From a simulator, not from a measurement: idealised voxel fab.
The name of this process module is voxel released beams.
FYI the section here is cut, 215 nm wide, cells are 5 nm squares.
Cross-section = grid of square cells, listed top down in bands; band = one or more rows.
Look at the band entry: it leads with the top's height and the bottom's height in nm. Then it lists the materials left to right, with a width in nm for each. The word "edge to edge" on a single material says that material fills the band edge to edge. The word "air" is empty space.
Height reference: 0 = level under which incoming wafer is all one material. Lowest band: no bottom, runs on downward, e.g. "z 0 and below".
Graded width ("30..40"): value in top row of band = first number; value in bottom row = second number; row-to-row change constant.
For the purposes of this document, the phrase "everything unchanged" attached to a step denotes that no cell within the cross-section was modified by that step.
Closed-off voids of 8+ cells (no open route to the top) go in "Entrapped voids", written width x height at distance from the left edge, in nm.
On a step's line, text after the settings is the simulator commenting on that step.
overlay nm: step with mask; distance mask lay right of planned place; negative value = left of planned place.
**The following list gives the planned process steps**
step 1: RECEIVE: material Si
step 2: CONFORMAL_DEP: material Al2O3, thk nm 5
step 3: DIRECTIONAL_DEP: material SiO2, thk nm 10
step 4: PATTERN: tone open, mask id ANCHOR, material resist, width nm 45, thk nm 20, overlay nm 0
step 5: DIRECTIONAL_ETCH: etch materials SiO2, depth nm 10
step 6: STRIP: etch materials resist
step 7: CONFORMAL_DEP: material W, thk nm 15
step 8: MASKED_ETCH: tone cover, mask id BEAM, width nm 130, etch materials W, depth nm 15, overlay nm 0
step 9: STRIP: etch materials SiO2
**Step 1 complete: cross-section of the wafer as received**
* z 0 and below | Si edge to edge
* Entrapped voids: none
**Post-module cross-section of the first of two wafers (run per plan)**
* z 30 to 20 | air 40  W 20  air 15  W 95  air 45
* z 20 to 15 | air 40  W 130  air 45
* z 15 to 5 | air 45  W 45  air 125
* z 5 to 0 | Al2O3 edge to edge
* z 0 and below | Si edge to edge
* Entrapped voids: none
**So this is wafer number two of the two, cut at the end of the module - it started where the first did and had the same plan, we just got one thing wrong running it**
* z 30 to 20 | air 45  W 15  air 15  W 100  air 40
* z 20 to 15 | air 45  W 130  air 40
* z 15 to 5 | air 45  W 45  air 125
* z 5 to 0 | Al2O3 edge to edge
* z 0 and below | Si edge to edge
* Entrapped voids: none
Which mistake was made when the wafer was run? step 8 ran differently from the plan; actual operation with settings: MASKED_ETCH: tone cover, mask id BEAM, width nm 130, etch materials W, depth nm 15, overlay nm 5
At the end, the second wafer has the same number of cells of each material as the first, but those cells sit in other places.
